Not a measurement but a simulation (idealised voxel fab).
process module | voxel self aligned vias
cross-section cut | 225 nm wide | cells 5 nm
A cross-section is a grid of square cells, given in bands from the top down. A band is one or more rows of cells.
Each band's line starts with the height of the band's top and of its bottom, in nm. Then come its materials from left to right, each with its width in nm. One material with "throughout" fills the band from edge to edge. "air" is empty space.
Height 0 is the level under which the wafer as received is all one material. The lowest band goes on downwards, as in "0 down".
A width such as "30 to 40" changes by the same amount from each row of cells to the next, from the band's top row to its bottom row.
"no change" after a step means that no cell of the cross-section changed.
closed voids: empty space of 8 cells or more with no open way to the top, each as width x height at its distance from the left edge, in nm
after a step's settings: what the simulator itself notes on the step
overlay nm, on a step with a mask: how far to the right of its planned place the mask lay; to the left if negative
plan
1 op RECEIVE | material Si
2 op CONFORMAL_DEP | material SiO2 | thk nm 15
3 op CONFORMAL_DEP | material SiCN | thk nm 5
4 op DIRECTIONAL_DEP | material SiO2 | thk nm 20
5 op DIRECTIONAL_DEP | material aC | thk nm 15
6 op PATTERN | tone open | mask id LINES | material resist | width nm 20 | pitch nm 50 | thk nm 35 | overlay nm 0
7 op DIRECTIONAL_ETCH | etch materials aC | depth nm 15
8 op STRIP | etch materials resist
9 op DIRECTIONAL_ETCH | etch materials SiO2 | depth nm 20
10 op STRIP | etch materials aC
11 op CONFORMAL_DEP | material TiN | thk nm 5
12 op FILL_DEP | material W | thk nm 5
13 op CMP | height nm 40
14 op SELECTIVE_ETCH | etch materials W Ru TiN | depth nm 5
15 op FILL_DEP | material SiN | thk nm 5
16 op CMP | height nm 40
17 op DIRECTIONAL_DEP | material SiO2 | thk nm 15
18 op DIRECTIONAL_DEP | material aC | thk nm 15
19 op PATTERN | tone open | mask id VIAS | material resist | width nm 30 | pitch nm 50 | thk nm 30 | overlay nm 0
20 op DIRECTIONAL_ETCH | etch materials aC | depth nm 15
21 op STRIP | etch materials resist
22 op DIRECTIONAL_ETCH | etch materials SiO2 | depth nm 15
23 op DIRECTIONAL_ETCH | etch materials SiN | depth nm 5
24 op STRIP | etch materials aC
25 op CONFORMAL_DEP | material TiN | thk nm 5
26 op FILL_DEP | material Cu | thk nm 10
27 op CMP | height nm 55
28 op CONFORMAL_DEP | material SiCN | thk nm 5
as received, after step 1
  0 down: Si throughout
  closed voids: none
first wafer at the end, as planned
  60 to 55: SiCN throughout
  55 to 45: SiO2 70 | TiN 5 | Cu 20 | TiN 5 | SiO2 20 | TiN 5 | Cu 20 | TiN 5 | SiO2 75
  45 to 40: SiO2 70 | TiN 10 | Cu 10 | TiN 10 | SiO2 20 | TiN 10 | Cu 10 | TiN 10 | SiO2 75
  40 to 35: SiO2 75 | TiN 20 | SiO2 30 | TiN 20 | SiO2 80
  35 to 25: SiO2 75 | TiN 5 | W 10 | TiN 5 | SiO2 30 | TiN 5 | W 10 | TiN 5 | SiO2 80
  25 to 20: SiO2 75 | TiN 20 | SiO2 30 | TiN 20 | SiO2 80
  20 to 15: SiCN throughout
  15 to 0: SiO2 throughout
  0 down: Si throughout
  closed voids: none
second wafer at the end: like start, like plan, one mistake
  60 to 55: SiCN throughout
  55 to 45: SiO2 70 | TiN 5 | Cu 20 | TiN 5 | SiO2 20 | TiN 5 | Cu 20 | TiN 5 | SiO2 75
  45 to 40: SiO2 70 | TiN 10 | Cu 10 | TiN 10 | SiO2 20 | TiN 10 | Cu 10 | TiN 10 | SiO2 75
  40 to 35: SiO2 75 | TiN 20 | SiO2 30 | TiN 20 | SiO2 80
  35 to 25: SiO2 75 | TiN 5 | W 10 | TiN 5 | SiO2 30 | TiN 5 | W 10 | TiN 5 | SiO2 80
  25 to 20: SiO2 75 | TiN 20 | SiO2 30 | TiN 20 | SiO2 80
  20 to 15: SiCN throughout
  15 to 0: W throughout
  0 down: Si throughout
  closed voids: none
what went wrong: step 2 ran as: op CONFORMAL_DEP | material W | thk nm 15
at the end the second wafer has, in cells: 135 fewer of SiO2 | 135 more of W
